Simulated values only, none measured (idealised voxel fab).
The following process module bears the name voxel ribs on slabs.
Xsec cut, 220 nm wide, square cell size 5 nm.
Cross-section = grid of square cells, listed top down in bands; band = one or more rows.
Band entry format. Leading values: height of top, height of bottom, nm. Remainder: materials in left-to-right order, each with its width in nm. Special words: "all across" on a single material, which then fills the band edge to edge; "air", empty space.
Height 0 is the level under which the wafer as received is all one material. The lowest band goes on downwards, as in "0 down".
Graded width ("30..40"): value in top row of band = first number; value in bottom row = second number; row-to-row change constant.
Step marked "nothing got changed"? Then no cell in the cross-section changed in it.
Look at "Entrapped void list" for the closed voids: empty spaces with no open path to the top, sized 8 cells or up. Each is width x height at distance, distance from the left edge, all nm.
after a step's settings: what the simulator itself notes on the step
The setting "overlay nm" may be written on the line of a step. When the step uses a mask, the value reports how far to the right of the planned place the mask lay, and a negative value reports that it lay to the left.
# Steps in the process plan
1. RECEIVE with material Si
2. DIRECTIONAL_DEP with material SiO2, thk nm 20
3. DIRECTIONAL_DEP with material polySi, thk nm 25
4. PATTERN with tone cover, mask id RIB, material resist, width nm 25, thk nm 20, overlay nm 0
5. DIRECTIONAL_ETCH with etch materials polySi, depth nm 5
6. STRIP with etch materials resist
7. MASKED_ETCH with tone cover, mask id SLAB, width nm 75, etch materials polySi, depth nm 20, overlay nm 0
8. FILL_DEP with material SiO2, thk nm 20
9. CMP with height nm 55
10. DIRECTIONAL_DEP with material W, thk nm 10
11. DIRECTIONAL_DEP with material aC, thk nm 10
12. PATTERN with tone cover, mask id HEATER, material resist, width nm 35, thk nm 30, overlay nm 0
13. DIRECTIONAL_ETCH with etch materials aC, depth nm 10
14. STRIP with etch materials resist
15. DIRECTIONAL_ETCH with etch materials W, depth nm 10
16. STRIP with etch materials aC
17. CONFORMAL_DEP with material SiN, thk nm 5
# Here's what the wafer looked like in cross-section when it arrived - that's after step 1
- 0 down = Si all across
- Entrapped void list: none
# One mistake in running the module, otherwise start and plan as above: cross-section at the end
- 70 to 65 = air 85 / SiN 45 / air 90
- 65 to 60 = air 85 / SiN 5 / W 35 / SiN 5 / air 90
- 60 to 55 = SiN 90 / W 35 / SiN 95
- 55 to 50 = SiO2 95 / polySi 25 / SiO2 100
- 50 to 30 = SiO2 70 / polySi 75 / SiO2 75
- 30 to 20 = polySi all across
- 20 to 0 = SiO2 all across
- 0 down = Si all across
- Entrapped void list: none
Plan not followed: step 3: run off-plan, actual operation and settings DIRECTIONAL_DEP with material polySi, thk nm 35
